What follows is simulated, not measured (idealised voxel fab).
The process module presented herein is designated voxel lift off.
For reference, the cross-section in this document is cut, with width 290 nm and square cells of 5 nm.
Heads up, the way a cross-section reads in here is a grid of square cells, handed over as bands from the top down, with every band being one or more rows of cells.
A band entry consists of two parts. The first gives the height of the band's top and the height of its bottom, in nm. The rest lists the band's materials from left to right, each with its width in nm. A single material labelled with the word "everywhere" fills the band from edge to edge, and the word "blank" marks empty space.
Basically, 0 is our baseline, since under it the wafer straight out of the box is all one material. The bottom band has no lower end and keeps on going down, so it looks like "0 down".
Width "30..40": first value at the band's top row of cells, second value at its bottom row, equal change from row to row.
Take "no alterations made" at face value: in the step it is given for, the cross-section changed in none of its cells.
Enclosed voids (no open way to top), threshold 8 cells or more, entry "Tabulated closed voids", notation width x height at distance, distance from left edge, nm.
Post-settings text on a step line: simulator's own remark regarding the step.
overlay nm: step with mask; distance mask lay right of planned place; negative value = left of planned place.
[The steps planned for the process are as follows]
1: RECEIVE | material Si
2: CONFORMAL_DEP | material SiO2 | thk nm 5
3: PATTERN | tone open | mask id LINES | material resist | width nm 25 | pitch nm 40 | thk nm 25 | overlay nm 0
4: DIRECTIONAL_DEP | material Ru | thk nm 10
5: STRIP | etch materials resist
6: CONFORMAL_DEP | material SiCN | thk nm 10
[The first of a set of two wafers, run to plan]
[Cross-section, incoming material, after step 1]
* 0 down  Si everywhere
* Tabulated closed voids: none
[Cross-section of the wafer subsequent to step 2]
* 5 to 0  SiO2 everywhere
* Unchanged below 0.
[Cross-section of the wafer subsequent to step 3]
* 30 to 5  110 resist | 25 blank | 15 resist | 25 blank | 115 resist
* Unchanged below 5.
[Cross-section of the wafer subsequent to step 4]
* 40 to 30  110 Ru | 25 blank | 15 Ru | 25 blank | 115 Ru
* 30 to 15  110 resist | 25 blank | 15 resist | 25 blank | 115 resist
* 15 to 5  110 resist | 25 Ru | 15 resist | 25 Ru | 115 resist
* Unchanged below 5.
[Cross-section of the wafer subsequent to step 5]
* 15 to 5  110 blank | 25 Ru | 15 blank | 25 Ru | 115 blank
* Unchanged below 5.
[Cross-section of the wafer subsequent to step 6]
* 25 to 15  100 blank | 85 SiCN | 105 blank
* 15 to 5  110 SiCN | 25 Ru | 15 SiCN | 25 Ru | 115 SiCN
* Unchanged below 5.
[Second wafer: same start and same plan as the first, one execution error; identical to the first through step 5]
Planned end of step 6: second wafer, cross-section: no alterations made
Finding, execution versus plan: step 6 of the plan got skipped, so it never ran
It is noted that, at the conclusion of processing, the second wafer exhibits a higher or lower cell count for certain materials relative to the first: -130 SiCN
